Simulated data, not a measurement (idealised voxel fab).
This section sets out a process module, namely voxel ribs on slabs.
Cross-section cut: width 160 nm, square cells of 5 nm.
A cross-section is a grid of square cells, given in bands from the top down. A band is one or more rows of cells.
Basically the band line says how high the top is and how high the bottom is, in nm, and then what's in it from left to right, every material with its width in nm. Empty space shows up as "empty", and if a single material carries "everywhere" it runs the full band edge to edge.
The reference from which all heights are counted is 0, the level beneath which the as-received wafer is entirely one material; the lowest band, having no lower bound, proceeds downward and is written after the example "from 0 down".
Top row gets the first number, bottom row gets the second, and each row in between changes by the same step: that is how a band width like "30->40" works.
"nothing altered" after a step means that no cell of the cross-section changed.
You'll see "Unvented cavities" listing empty spaces that have no way open to the top, as long as they're 8 cells or more; the notation is width x height at distance, where the distance is from the left edge, and all of it is in nm.
Past the settings on a step's line: simulator remark, on that step.
overlay nm: for a step with a mask, the amount by which the mask lay right of where it was planned; a negative amount means left of it.
[List of planned process steps]
step 1: RECEIVE,material Si
step 2: DIRECTIONAL_DEP,material SiO2,thk nm 10
step 3: DIRECTIONAL_DEP,material SiN,thk nm 20
step 4: MASKED_ETCH,tone cover,mask id RIB,width nm 25,etch materials SiN,depth nm 10,overlay nm 0
step 5: PATTERN,tone cover,mask id SLAB,material resist,width nm 65,thk nm 20,overlay nm 0
step 6: DIRECTIONAL_ETCH,etch materials SiN,depth nm 10
step 7: STRIP,etch materials resist
step 8: FILL_DEP,material SiO2,thk nm 20
step 9: CMP,height nm 50
step 10: DIRECTIONAL_DEP,material TiN,thk nm 10
step 11: MASKED_ETCH,tone cover,mask id HEATER,width nm 35,etch materials TiN,depth nm 10,overlay nm 0
step 12: CONFORMAL_DEP,material SiN,thk nm 5
varied across the wafers: thk nm of step 2. The plan shows the first wafer's value. All wafers start alike
[Here's the first of the wafers in cross-section, just as we got it, i.e. after step 1]
from 0 down  Si everywhere
Unvented cavities: none
[Heads up, this table goes wafer by wafer. A row tells you, at the end of the module, how many cells of each material that wafer has put on (+) or dropped (-) since it was received, and then its closed voids]
thk nm 10, +72 SiN, +284 SiO2, +14 TiN, Unvented cavities: none
thk nm 15, +72 SiN, +284 SiO2, +14 TiN, Unvented cavities: none
thk nm 20, +72 SiN, +284 SiO2, +14 TiN, Unvented cavities: none
thk nm 25, +72 SiN, +284 SiO2, +14 TiN, Unvented cavities: none
thk nm 30, +72 SiN, +284 SiO2, +14 TiN, Unvented cavities: none
thk nm 35, +67 SiN, +289 SiO2, +14 TiN, Unvented cavities: none
